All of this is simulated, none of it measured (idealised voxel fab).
The document below concerns the process module designated voxel transistor to metal.
For reference, the cross-section in this document is cut, with width 180 nm and square cells of 5 nm.
We lay out every cross-section as a grid of square cells and spell it out in bands from the top down, where one band means one or more rows of cells. Look at the band entry: it leads with the top's height and the bottom's height in nm. Then it lists the materials left to right, with a width in nm for each. The word "throughout" on a single material says that material fills the band edge to edge. The word "empty" is empty space. Heights are measured from 0, the level below which the as-received wafer is all one material; the lowest band has no bottom and continues downward, written as in "top 0, no bottom". A width such as "30..40" changes by the same amount from each row of cells to the next, from the band's top row to its bottom row. Take "everything unchanged" at face value: in the step it is given for, the cross-section changed in none of its cells. Entry "Entrapped voids". Content: empty spaces with no open connection to the top, size 8 cells or greater. Each: width x height at distance. Distance: from left edge. Unit: nm. Whatever follows a step's settings on its line is a remark the simulator itself makes about that step. Steps that use a mask can have "overlay nm" on their line. It says how far the mask sat to the right of where it was meant to be. Negative means to the left. Note on reading: below, each pair holds a cross-section from before one process step and one from after it; the one from after shows only down to the lowest band that changed. Beneath the pair, the step in between is stated along with its settings. The pairs can stem from different runs of this module on the same starting wafer. Where a pair's entry headed "Pre-step geometry" says so, and only there, that pair continues from the pair above it.
-- Pre-step geometry
	top 105, bottom 75: lowk: 45, then empty: 15, then lowk: 55, then empty: 15, then lowk: 50
	top 75, bottom 70: SiCN: 45, then empty: 15, then SiCN: 55, then empty: 15, then SiCN: 50
	top 70, bottom 65: SiCN: 40, then Ru: 25, then SiCN: 45, then Ru: 25, then SiCN: 45
	top 65, bottom 45: lowk: 45, then TiN: 5, then Ru: 5, then TiN: 5, then lowk: 55, then TiN: 5, then Ru: 5, then TiN: 5, then lowk: 50
	top 45, bottom 40: SiN: 45, then TiN: 15, then SiN: 55, then TiN: 15, then SiN: 50
	top 40, bottom 30: SiO2: 45, then TiN: 5, then Ru: 20..15, then TiN: 5..10, then SiO2: 25, then TiN: 5..10, then Ru: 20..15, then TiN: 5, then SiO2: 50
	top 30, bottom 15: SiO2: 45, then TiN: 5, then Ru: 15, then TiN: 5, then SiN: 10, then SiCN: 15, then SiN: 10, then TiN: 5, then Ru: 15, then TiN: 5, then SiO2: 50
	top 15, bottom 10: SiO2: 45, then TiN: 5, then Ru: 15, then TiN: 5, then SiN: 10, then polySi: 15, then SiN: 10, then TiN: 5, then Ru: 15, then TiN: 5, then SiO2: 50
	top 10, bottom 5: SiN: 45, then TiN: 5, then Ru: 15, then TiN: 5, then SiN: 10, then polySi: 15, then SiN: 10, then TiN: 5, then Ru: 15, then TiN: 5, then SiN: 50
	top 5, bottom 0: SiO2: 35, then SiN: 10, then TiN: 25, then SiN: 10, then polySi: 15, then SiN: 10, then TiN: 25, then SiN: 10, then SiO2: 40
	top 0, bottom -5: SiO2: 35, then SiN: 45, then polySi: 15, then SiN: 45, then SiO2: 40
	top -5, bottom -10: SiO2 throughout
	top -10, bottom -30: SiO2: 45, then Si: 85, then SiO2: 50
	top -30, no bottom: Si throughout
	Entrapped voids: none
-- Cross-Section Thereafter
	top 110, bottom 105: TiN: 50, then empty: 5, then TiN: 65, then empty: 5, then TiN: 55
	top 105, bottom 75: lowk: 45, then TiN: 5, then empty: 5, then TiN: 5, then lowk: 55, then TiN: 5, then empty: 5, then TiN: 5, then lowk: 50
	top 75, bottom 70: SiCN: 45, then TiN: 15, then SiCN: 55, then TiN: 15, then SiCN: 50
	Heights below 70 show no change.
	Entrapped voids: none
Going from the before section above to the after section, the step was CONFORMAL_DEP,material TiN,thk nm 5
Pre-step geometry: just use the after drawing of the pair above as your starting point.
-- Cross-Section Thereafter
	top 115, bottom 110: Cu throughout
	top 110, bottom 105: TiN: 50, then Cu: 5, then TiN: 65, then Cu: 5, then TiN: 55
	top 105, bottom 75: lowk: 45, then TiN: 5, then Cu: 5, then TiN: 5, then lowk: 55, then TiN: 5, then Cu: 5, then TiN: 5, then lowk: 50
	Heights below 75 show no change.
	Entrapped voids: none
Going from the before section above to the after section, the step was FILL_DEP,material Cu,thk nm 5
Pre-step geometry: just use the after drawing of the pair above as your starting point.
-- Cross-Section Thereafter
	top 105, bottom 75: lowk: 45, then TiN: 5, then Cu: 5, then TiN: 5, then lowk: 55, then TiN: 5, then Cu: 5, then TiN: 5, then lowk: 50
	Heights below 75 show no change.
	Entrapped voids: none
Going from the before section above to the after section, the step was CMP,height nm 105
Pre-step geometry: just use the after drawing of the pair above as your starting point.
-- Cross-Section Thereafter
	top 110, bottom 105: SiCN throughout
	Heights below 105 show no change.
	Entrapped voids: none
Going from the before section above to the after section, the step was CONFORMAL_DEP,material SiCN,thk nm 5
-- Pre-step geometry
	top 50, bottom 40: aC throughout
	top 40, bottom 30: SiO2 throughout
	top 30, bottom 15: SiO2: 70, then SiN: 5, then SiO2: 5, then SiCN: 15, then SiO2: 5, then SiN: 5, then SiO2: 75
	top 15, bottom 5: SiO2: 70, then SiN: 5, then SiO2: 5, then polySi: 15, then SiO2: 5, then SiN: 5, then SiO2: 75
	top 5, bottom 0: SiO2: 40, then SiN: 5, then SiO2: 25, then SiN: 5, then SiO2: 5, then polySi: 15, then SiO2: 5, then SiN: 5, then SiO2: 25, then SiN: 5, then SiO2: 45
	top 0, bottom -5: SiO2: 40, then SiN: 5, then SiO2: 15, then SiGe: 10, then SiN: 5, then SiO2: 5, then polySi: 15, then SiO2: 5, then SiN: 5, then SiGe: 10, then SiO2: 15, then SiN: 5, then SiO2: 45
	top -5, bottom -10: SiO2: 60, then SiGe: 10, then SiO2: 35, then SiGe: 10, then SiO2: 65
	top -10, bottom -20: SiO2: 45, then SiGe: 25, then Si: 35, then SiGe: 25, then SiO2: 50
	top -20, bottom -30: SiO2: 45, then Si: 85, then SiO2: 50
	top -30, no bottom: Si throughout
	Entrapped voids: none
-- Cross-Section Thereafter
	top 75, bottom 50: empty: 45, then resist: 30, then empty: 25, then resist: 30, then empty: 50
	Heights below 50 show no change.
	Entrapped voids: none
Going from the before section above to the after section, the step was PATTERN,tone cover,mask id CONTACT,material resist,width nm 30,pitch nm 55,thk nm 25,overlay nm 0
Pre-step geometry: just use the after drawing of the pair above as your starting point.
-- Cross-Section Thereafter
	top 65, bottom 50: empty: 45, then resist: 30, then empty: 25, then resist: 30, then empty: 50
	top 50, bottom 40: empty: 45, then aC: 30, then empty: 25, then aC: 30, then empty: 50
	Heights below 40 show no change.
	Entrapped voids: none
Going from the before section above to the after section, the step was DIRECTIONAL_ETCH,etch materials aC,depth nm 10
Pre-step geometry: just use the after drawing of the pair above as your starting point.
-- Cross-Section Thereafter
	top 50, bottom 40: empty: 45, then aC: 30, then empty: 25, then aC: 30, then empty: 50
	Heights below 40 show no change.
	Entrapped voids: none
Going from the before section above to the after section, the step was STRIP,etch materials resist
Pre-step geometry: just use the after drawing of the pair above as your starting point.
-- Cross-Section Thereafter
	top 50, bottom 40: empty: 45, then aC: 30, then empty: 25, then aC: 30, then empty: 50
	top 40, bottom 30: empty: 45, then SiO2: 30, then empty: 25, then SiO2: 30, then empty: 50
	top 30, bottom 15: empty: 45, then SiO2: 25, then SiN: 5, then empty: 5, then SiCN: 15, then empty: 5, then SiN: 5, then SiO2: 25, then empty: 50
	top 15, bottom 5: empty: 45, then SiO2: 25, then SiN: 5, then empty: 5, then polySi: 15, then empty: 5, then SiN: 5, then SiO2: 25, then empty: 50
	top 5, bottom 0: empty: 40, then SiN: 5, then SiO2: 25, then SiN: 5, then empty: 5, then polySi: 15, then empty: 5, then SiN: 5, then SiO2: 25, then SiN: 5, then empty: 45
	top 0, bottom -5: empty: 40, then SiN: 5, then SiO2: 15, then SiGe: 10, then SiN: 5, then empty: 5, then polySi: 15, then empty: 5, then SiN: 5, then SiGe: 10, then SiO2: 15, then SiN: 5, then empty: 45
	top -5, bottom -10: empty: 40, then SiO2: 20, then SiGe: 10, then SiO2: 5, then empty: 5, then SiO2: 15, then empty: 5, then SiO2: 5, then SiGe: 10, then SiO2: 20, then empty: 45
	Heights below -10 show no change.
	Entrapped voids: none
Going from the before section above to the after section, the step was DIRECTIONAL_ETCH,etch materials SiO2,depth nm 50
Pre-step geometry: just use the after drawing of the pair above as your starting point.
-- Cross-Section Thereafter
	top 40, bottom 30: empty: 45, then SiO2: 30, then empty: 25, then SiO2: 30, then empty: 50
	Heights below 30 show no change.
	Entrapped voids: none
Going from the before section above to the after section, the step was STRIP,etch materials aC
Pre-step geometry: just use the after drawing of the pair above as your starting point.
-- Cross-Section Thereafter
	top 45, bottom 40: empty: 40, then TiN: 40, then empty: 15, then TiN: 40, then empty: 45
	top 40, bottom 35: empty: 40, then TiN: 5, then SiO2: 30, then TiN: 5, then empty: 15, then TiN: 5, then SiO2: 30, then TiN: 5, then empty: 45
	top 35, bottom 30: empty: 40, then TiN: 5, then SiO2: 30, then TiN: 25, then SiO2: 30, then TiN: 5, then empty: 45
	top 30, bottom 15: empty: 40, then TiN: 5, then SiO2: 25, then SiN: 5, then TiN: 5, then SiCN: 15, then TiN: 5, then SiN: 5, then SiO2: 25, then TiN: 5, then empty: 45
	top 15, bottom 5: empty: 40..35, then TiN: 5..10, then SiO2: 25, then SiN: 5, then TiN: 5, then polySi: 15, then TiN: 5, then SiN: 5, then SiO2: 25, then TiN: 5..10, then empty: 45..40
	top 5, bottom 0: empty: 35, then TiN: 5, then SiN: 5, then SiO2: 25, then SiN: 5, then TiN: 5, then polySi: 15, then TiN: 5, then SiN: 5, then SiO2: 25, then SiN: 5, then TiN: 5, then empty: 40
	top 0, bottom -5: empty: 35, then TiN: 5, then SiN: 5, then SiO2: 15, then SiGe: 10, then SiN: 5, then TiN: 5, then polySi: 15, then TiN: 5, then SiN: 5, then SiGe: 10, then SiO2: 15, then SiN: 5, then TiN: 5, then empty: 40
	top -5, bottom -10: TiN: 40, then SiO2: 20, then SiGe: 10, then SiO2: 5, then TiN: 5, then SiO2: 15, then TiN: 5, then SiO2: 5, then SiGe: 10, then SiO2: 20, then TiN: 45
	Heights below -10 show no change.
	Entrapped voids: none
Going from the before section above to the after section, the step was CONFORMAL_DEP,material TiN,thk nm 5
Pre-step geometry: just use the after drawing of the pair above as your starting point.
-- Cross-Section Thereafter
	top 55, bottom 45: Ru throughout
	top 45, bottom 40: Ru: 40, then TiN: 40, then Ru: 15, then TiN: 40, then Ru: 45
	top 40, bottom 35: Ru: 40, then TiN: 5, then SiO2: 30, then TiN: 5, then Ru: 15, then TiN: 5, then SiO2: 30, then TiN: 5, then Ru: 45
	top 35, bottom 30: Ru: 40, then TiN: 5, then SiO2: 30, then TiN: 25, then SiO2: 30, then TiN: 5, then Ru: 45
	top 30, bottom 15: Ru: 40, then TiN: 5, then SiO2: 25, then SiN: 5, then TiN: 5, then SiCN: 15, then TiN: 5, then SiN: 5, then SiO2: 25, then TiN: 5, then Ru: 45
	top 15, bottom 5: Ru: 40..35, then TiN: 5..10, then SiO2: 25, then SiN: 5, then TiN: 5, then polySi: 15, then TiN: 5, then SiN: 5, then SiO2: 25, then TiN: 5..10, then Ru: 45..40
	top 5, bottom 0: Ru: 35, then TiN: 5, then SiN: 5, then SiO2: 25, then SiN: 5, then TiN: 5, then polySi: 15, then TiN: 5, then SiN: 5, then SiO2: 25, then SiN: 5, then TiN: 5, then Ru: 40
	top 0, bottom -5: Ru: 35, then TiN: 5, then SiN: 5, then SiO2: 15, then SiGe: 10, then SiN: 5, then TiN: 5, then polySi: 15, then TiN: 5, then SiN: 5, then SiGe: 10, then SiO2: 15, then SiN: 5, then TiN: 5, then Ru: 40
	Heights below -5 show no change.
	Entrapped voids: none
Going from the before section above to the after section, the step was FILL_DEP,material Ru,thk nm 10
Pre-step geometry: just use the after drawing of the pair above as your starting point.
-- Cross-Section Thereafter
	top 40, bottom 35: Ru: 40, then TiN: 5, then SiO2: 30, then TiN: 5, then Ru: 15, then TiN: 5, then SiO2: 30, then TiN: 5, then Ru: 45
	Heights below 35 show no change.
	Entrapped voids: none
Going from the before section above to the after section, the step was CMP,height nm 40
Pre-step geometry: just use the after drawing of the pair above as your starting point.
-- Cross-Section Thereafter
	top 45, bottom 40: SiN throughout
	Heights below 40 show no change.
	Entrapped voids: none
Going from the before section above to the after section, the step was CONFORMAL_DEP,material SiN,thk nm 5
Pre-step geometry: just use the after drawing of the pair above as your starting point.
-- Cross-Section Thereafter
	top 65, bottom 45: lowk throughout
	Heights below 45 show no change.
	Entrapped voids: none
Going from the before section above to the after section, the step was DIRECTIONAL_DEP,material lowk,thk nm 20
Pre-step geometry: just use the after drawing of the pair above as your starting point.
-- Cross-Section Thereafter
	top 85, bottom 65: resist: 45, then empty: 15, then resist: 55, then empty: 15, then resist: 50
	Heights below 65 show no change.
	Entrapped voids: none
Going from the before section above to the after section, the step was PATTERN,tone open,mask id METAL_1,material resist,width nm 15,pitch nm 70,thk nm 20,overlay nm 0
Pre-step geometry: just use the after drawing of the pair above as your starting point.
-- Cross-Section Thereafter
	top 85, bottom 65: resist: 45, then empty: 15, then resist: 55, then empty: 15, then resist: 50
	top 65, bottom 45: lowk: 45, then empty: 15, then lowk: 55, then empty: 15, then lowk: 50
	Heights below 45 show no change.
	Entrapped voids: none
Going from the before section above to the after section, the step was DIRECTIONAL_ETCH,etch materials lowk,depth nm 20
Pre-step geometry: just use the after drawing of the pair above as your starting point.
-- Cross-Section Thereafter
	top 85, bottom 65: resist: 45, then empty: 15, then resist: 55, then empty: 15, then resist: 50
	top 65, bottom 45: lowk: 45, then empty: 15, then lowk: 55, then empty: 15, then lowk: 50
	top 45, bottom 40: SiN: 45, then empty: 15, then SiN: 55, then empty: 15, then SiN: 50
	Heights below 40 show no change.
	Entrapped voids: none
Going from the before section above to the after section, the step was DIRECTIONAL_ETCH,etch materials SiN,depth nm 5
Pre-step geometry: just use the after drawing of the pair above as your starting point.
-- Cross-Section Thereafter
	top 65, bottom 45: lowk: 45, then empty: 15, then lowk: 55, then empty: 15, then lowk: 50
	Heights below 45 show no change.
	Entrapped voids: none
Going from the before section above to the after section, the step was STRIP,etch materials resist
Pre-step geometry: just use the after drawing of the pair above as your starting point.
-- Cross-Section Thereafter
	top 70, bottom 65: TiN: 50, then empty: 5, then TiN: 65, then empty: 5, then TiN: 55
	top 65, bottom 45: lowk: 45, then TiN: 5, then empty: 5, then TiN: 5, then lowk: 55, then TiN: 5, then empty: 5, then TiN: 5, then lowk: 50
	top 45, bottom 40: SiN: 45, then TiN: 15, then SiN: 55, then TiN: 15, then SiN: 50
	Heights below 40 show no change.
	Entrapped voids: none
Going from the before section above to the after section, the step was CONFORMAL_DEP,material TiN,thk nm 5
Pre-step geometry: just use the after drawing of the pair above as your starting point.
-- Cross-Section Thereafter
	top 75, bottom 70: Ru throughout
	top 70, bottom 65: TiN: 50, then Ru: 5, then TiN: 65, then Ru: 5, then TiN: 55
	top 65, bottom 45: lowk: 45, then TiN: 5, then Ru: 5, then TiN: 5, then lowk: 55, then TiN: 5, then Ru: 5, then TiN: 5, then lowk: 50
	Heights below 45 show no change.
	Entrapped voids: none
Going from the before section above to the after section, the step was FILL_DEP,material Ru,thk nm 5
Pre-step geometry: just use the after drawing of the pair above as your starting point.
-- Cross-Section Thereafter
	top 65, bottom 45: lowk: 45, then TiN: 5, then Ru: 5, then TiN: 5, then lowk: 55, then TiN: 5, then Ru: 5, then TiN: 5, then lowk: 50
	Heights below 45 show no change.
	Entrapped voids: none
Going from the before section above to the after section, the step was CMP,height nm 65
Pre-step geometry: just use the after drawing of the pair above as your starting point.
-- Cross-Section Thereafter
	top 70, bottom 65: empty: 40, then Ru: 25, then empty: 45, then Ru: 25, then empty: 45
	Heights below 65 show no change.
	Entrapped voids: none
Going from the before section above to the after section, the step was EPI,material Ru,thk nm 5
Pre-step geometry: just use the after drawing of the pair above as your starting point.
-- Cross-Section Thereafter
	top 75, bottom 70: SiCN throughout
	top 70, bottom 65: SiCN: 40, then Ru: 25, then SiCN: 45, then Ru: 25, then SiCN: 45
	Heights below 65 show no change.
	Entrapped voids: none
Going from the before section above to the after section, the step was FILL_DEP,material SiCN,thk nm 5
Pre-step geometry: just use the after drawing of the pair above as your starting point.
-- Cross-Section Thereafter
	top 105, bottom 75: lowk throughout
	Heights below 75 show no change.
	Entrapped voids: none
Going from the before section above to the after section, the step was DIRECTIONAL_DEP,material lowk,thk nm 30
Pre-step geometry: just use the after drawing of the pair above as your starting point.
-- Cross-Section Thereafter
	top 120, bottom 105: aC throughout
	Heights below 105 show no change.
	Entrapped voids: none
Going from the before section above to the after section, the step was DIRECTIONAL_DEP,material aC,thk nm 15
Pre-step geometry: just use the after drawing of the pair above as your starting point.
-- Cross-Section Thereafter
	top 155, bottom 120: resist: 45, then empty: 15, then resist: 55, then empty: 15, then resist: 50
	Heights below 120 show no change.
	Entrapped voids: none
Going from the before section above to the after section, the step was PATTERN,tone open,mask id METAL_2,material resist,width nm 15,pitch nm 70,thk nm 35,overlay nm 0
Pre-step geometry: just use the after drawing of the pair above as your starting point.
-- Cross-Section Thereafter
	top 140, bottom 120: resist: 45, then empty: 15, then resist: 55, then empty: 15, then resist: 50
	top 120, bottom 105: aC: 45, then empty: 15, then aC: 55, then empty: 15, then aC: 50
	Heights below 105 show no change.
	Entrapped voids: none
Going from the before section above to the after section, the step was DIRECTIONAL_ETCH,etch materials aC,depth nm 15
Pre-step geometry: just use the after drawing of the pair above as your starting point.
-- Cross-Section Thereafter
	top 120, bottom 105: aC: 45, then empty: 15, then aC: 55, then empty: 15, then aC: 50
	Heights below 105 show no change.
	Entrapped voids: none
Going from the before section above to the after section, the step was STRIP,etch materials resist
Pre-step geometry: just use the after drawing of the pair above as your starting point.
-- Cross-Section Thereafter
	top 120, bottom 105: aC: 45, then empty: 15, then aC: 55, then empty: 15, then aC: 50
	top 105, bottom 90: lowk: 45, then empty: 15, then lowk: 55, then empty: 15, then lowk: 50
	Heights below 90 show no change.
	Entrapped voids: none
Going from the before section above to the after section, the step was DIRECTIONAL_ETCH,etch materials lowk,depth nm 15
Pre-step geometry: just use the after drawing of the pair above as your starting point.
-- Cross-Section Thereafter
	top 105, bottom 90: lowk: 45, then empty: 15, then lowk: 55, then empty: 15, then lowk: 50
	Heights below 90 show no change.
	Entrapped voids: none
Going from the before section above to the after section, the step was STRIP,etch materials aC
Pre-step geometry: just use the after drawing of the pair above as your starting point.
-- Cross-Section Thereafter
	top 115, bottom 105: aC: 45, then empty: 15, then aC: 55, then empty: 15, then aC: 50
	top 105, bottom 100: lowk: 45, then empty: 15, then lowk: 55, then empty: 15, then lowk: 50
	top 100, bottom 90: lowk: 45, then aC: 15, then lowk: 55, then aC: 15, then lowk: 50
	Heights below 90 show no change.
	Entrapped voids: none
Going from the before section above to the after section, the step was DIRECTIONAL_DEP,material aC,thk nm 10
Pre-step geometry: just use the after drawing of the pair above as your starting point.
-- Cross-Section Thereafter
	top 145, bottom 115: resist: 45, then empty: 15, then resist: 55, then empty: 15, then resist: 50
	Heights below 115 show no change.
	Entrapped voids: none
Going from the before section above to the after section, the step was PATTERN,tone open,mask id METAL_2_HOLES,material resist,width nm 15,pitch nm 70,thk nm 30,overlay nm 0
Pre-step geometry: just use the after drawing of the pair above as your starting point.
-- Cross-Section Thereafter
	top 135, bottom 115: resist: 45, then empty: 15, then resist: 55, then empty: 15, then resist: 50
	top 115, bottom 105: aC: 45, then empty: 15, then aC: 55, then empty: 15, then aC: 50
	top 105, bottom 90: lowk: 45, then empty: 15, then lowk: 55, then empty: 15, then lowk: 50
	Heights below 90 show no change.
	Entrapped voids: none
Going from the before section above to the after section, the step was DIRECTIONAL_ETCH,etch materials aC,depth nm 10
Pre-step geometry: just use the after drawing of the pair above as your starting point.
-- Cross-Section Thereafter
	top 115, bottom 105: aC: 45, then empty: 15, then aC: 55, then empty: 15, then aC: 50
	Heights below 105 show no change.
	Entrapped voids: none
Going from the before section above to the after section, the step was STRIP,etch materials resist
Pre-step geometry: just use the after drawing of the pair above as your starting point.
-- Cross-Section Thereafter
	top 115, bottom 105: aC: 45, then empty: 15, then aC: 55, then empty: 15, then aC: 50
	top 105, bottom 75: lowk: 45, then empty: 15, then lowk: 55, then empty: 15, then lowk: 50
	Heights below 75 show no change.
	Entrapped voids: none
Going from the before section above to the after section, the step was DIRECTIONAL_ETCH,etch materials lowk,depth nm 15
Pre-step geometry: just use the after drawing of the pair above as your starting point.
-- Cross-Section Thereafter
	top 115, bottom 105: aC: 45, then empty: 15, then aC: 55, then empty: 15, then aC: 50
	top 105, bottom 75: lowk: 45, then empty: 15, then lowk: 55, then empty: 15, then lowk: 50
	top 75, bottom 70: SiCN: 45, then empty: 15, then SiCN: 55, then empty: 15, then SiCN: 50
	Heights below 70 show no change.
	Entrapped voids: none
Going from the before section above to the after section, the step was DIRECTIONAL_ETCH,etch materials SiCN,depth nm 5
Pre-step geometry: just use the after drawing of the pair above as your starting point.
-- Cross-Section Thereafter
	top 105, bottom 75: lowk: 45, then empty: 15, then lowk: 55, then empty: 15, then lowk: 50
	Heights below 75 show no change.
	Entrapped voids: none
Going from the before section above to the after section, the step was STRIP,etch materials aC
Pre-step geometry: just use the after drawing of the pair above as your starting point.
-- Cross-Section Thereafter
	top 110, bottom 105: TiN: 50, then empty: 5, then TiN: 65, then empty: 5, then TiN: 55
	top 105, bottom 75: lowk: 45, then TiN: 5, then empty: 5, then TiN: 5, then lowk: 55, then TiN: 5, then empty: 5, then TiN: 5, then lowk: 50
	top 75, bottom 70: SiCN: 45, then TiN: 15, then SiCN: 55, then TiN: 15, then SiCN: 50
	Heights below 70 show no change.
	Entrapped voids: none
Going from the before section above to the after section, the step was CONFORMAL_DEP,material TiN,thk nm 5
Pre-step geometry: just use the after drawing of the pair above as your starting point.
-- Cross-Section Thereafter
	top 115, bottom 110: Cu throughout
	top 110, bottom 105: TiN: 50, then Cu: 5, then TiN: 65, then Cu: 5, then TiN: 55
	top 105, bottom 75: lowk: 45, then TiN: 5, then Cu: 5, then TiN: 5, then lowk: 55, then TiN: 5, then Cu: 5, then TiN: 5, then lowk: 50
	Heights below 75 show no change.
	Entrapped voids: none
Going from the before section above to the after section, the step was FILL_DEP,material Cu,thk nm 5
Pre-step geometry: just use the after drawing of the pair above as your starting point.
-- Cross-Section Thereafter
	top 105, bottom 75: lowk: 45, then TiN: 5, then Cu: 5, then TiN: 5, then lowk: 55, then TiN: 5, then Cu: 5, then TiN: 5, then lowk: 50
	Heights below 75 show no change.
	Entrapped voids: none
Going from the before section above to the after section, the step was CMP,height nm 105
Pre-step geometry: just use the after drawing of the pair above as your starting point.
-- Cross-Section Thereafter
	top 110, bottom 105: SiCN throughout
	Heights below 105 show no change.
	Entrapped voids: none
Going from the before section above to the after section, the step was CONFORMAL_DEP,material SiCN,thk nm 5
